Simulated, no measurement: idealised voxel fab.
Process module name: voxel self aligned contacts
The figure presents cross-section cut, which has a width of 255 nm and is divided into square cells with an edge length of 5 nm.
This document writes a cross-section as a grid whose cells are square, and gives it as bands, listed from the top down; one or more rows of cells form a band.
Look at the band entry: it leads with the top's height and the bottom's height in nm. Then it lists the materials left to right, with a width in nm for each. The word "full width" on a single material says that material fills the band edge to edge. The word "blank" is empty space.
Heights are measured from 0, the level below which the as-received wafer is all one material; the lowest band has no bottom and continues downward, written as in "z 0 and below".
Read "30 to 40" as a graded width: first number on top, second number at the bottom, same change between each pair of neighbouring rows.
Key: "nothing different" - step with no changed cell in the cross-section.
"Entrapped void list" means: voids of 8 cells or more that are shut off from the top with no open way through. Written width x height at distance, distance from the left edge, in nm.
If you see something after the settings on a step's line, that's the simulator's own remark about that step.
When a step includes a mask, the "overlay nm" setting on its line states how far to the right of its planned place that mask lay, and negative values state how far to the left.
**Set out below are the planned steps of the process**
- 1: RECEIVE [material Si]
- 2: OXIDIZE [depth nm 5]
- 3: DIRECTIONAL_DEP [material polySi] [thk nm 25]
- 4: DIRECTIONAL_DEP [material SiN] [thk nm 20]
- 5: MASKED_ETCH [tone cover] [mask id GATE] [width nm 35] [pitch nm 70] [etch materials SiN] [depth nm 20] [overlay nm 0]
- 6: MASKED_ETCH [tone cover] [mask id GATE] [width nm 25] [pitch nm 70] [etch materials polySi] [depth nm 25] [overlay nm 0]
- 7: CONFORMAL_DEP [material SiN] [thk nm 5]
- 8: DIRECTIONAL_ETCH [etch materials SiN] [depth nm 5]
- 9: FILL_DEP [material SiO2] [thk nm 10]
- 10: CMP [height nm 50]
- 11: DIRECTIONAL_DEP [material aC] [thk nm 10]
- 12: PATTERN [tone open] [mask id CONTACT] [material resist] [width nm 45] [thk nm 30] [overlay nm 0]
- 13: DIRECTIONAL_ETCH [etch materials aC] [depth nm 10]
- 14: STRIP [etch materials resist]
- 15: DIRECTIONAL_ETCH [etch materials SiO2] [depth nm 55]
- 16: STRIP [etch materials aC]
- 17: CONFORMAL_DEP [material TiN] [thk nm 5]
- 18: FILL_DEP [material W] [thk nm 5]
- 19: CMP [height nm 50]
- 20: CONFORMAL_DEP [material SiCN] [thk nm 5]
The width nm used in step 6 is not the same on every wafer, whereas the starting condition is; the value printed in the plan is the first wafer's.
**Incoming state of the first of several wafers in cross-section: after step 1**
z 0 and below | Si full width
Entrapped void list: none
**Cross-section after step 20, the final step of the module, for the first of several wafers**
z 55 to 50 | SiCN full width
z 50 to 45 | 105 SiO2, then 15 TiN, then 15 W, then 15 TiN, then 105 SiO2
z 45 to 25 | 70 SiO2, then 45 SiN, then 5 TiN, then 15 W, then 5 TiN, then 45 SiN, then 70 SiO2
z 25 to 0 | 70 SiO2, then 5 SiN, then 35 polySi, then 5 SiN, then 5 TiN, then 15 W, then 5 TiN, then 5 SiN, then 35 polySi, then 5 SiN, then 70 SiO2
z 0 to -5 | 115 SiO2, then 25 TiN, then 115 SiO2
z -5 and below | Si full width
Entrapped void list: none
**X-section, last wafer, module end**
z 55 to 50 | SiCN full width
z 50 to 45 | 105 SiO2, then 15 TiN, then 15 W, then 15 TiN, then 105 SiO2
z 45 to 30 | 70 SiO2, then 45 SiN, then 5 TiN, then 15 W, then 5 TiN, then 45 SiN, then 70 SiO2
z 30 to 25 | 70 SiO2, then 45 SiN, then 25 TiN, then 45 SiN, then 70 SiO2
z 25 to 0 | 65 SiO2, then 5 SiN, then 50 polySi, then 5 SiN, then 10 TiN, then 5 SiN, then 50 polySi, then 5 SiN, then 60 SiO2
z 0 to -5 | 125 SiO2, then 10 TiN, then 120 SiO2
z -5 and below | Si full width
Entrapped void list: none
**End of module, by wafer: material-by-material cell gain (+) or loss (-) since receipt, then closed voids**
width nm 25; -51 Si; +51 SiCN; +92 SiN; +340 SiO2; +29 TiN; +30 W; +70 polySi; Entrapped void list: none
width nm 30; -51 Si; +51 SiCN; +92 SiN; +340 SiO2; +29 TiN; +30 W; +70 polySi; Entrapped void list: none
width nm 35; -51 Si; +51 SiCN; +92 SiN; +340 SiO2; +29 TiN; +30 W; +70 polySi; Entrapped void list: none
width nm 40; -51 Si; +51 SiCN; +92 SiN; +336 SiO2; +29 TiN; +24 W; +80 polySi; Entrapped void list: none
width nm 45; -51 Si; +51 SiCN; +92 SiN; +332 SiO2; +29 TiN; +18 W; +90 polySi; Entrapped void list: none
width nm 50; -51 Si; +51 SiCN; +92 SiN; +328 SiO2; +29 TiN; +12 W; +100 polySi; Entrapped void list: none
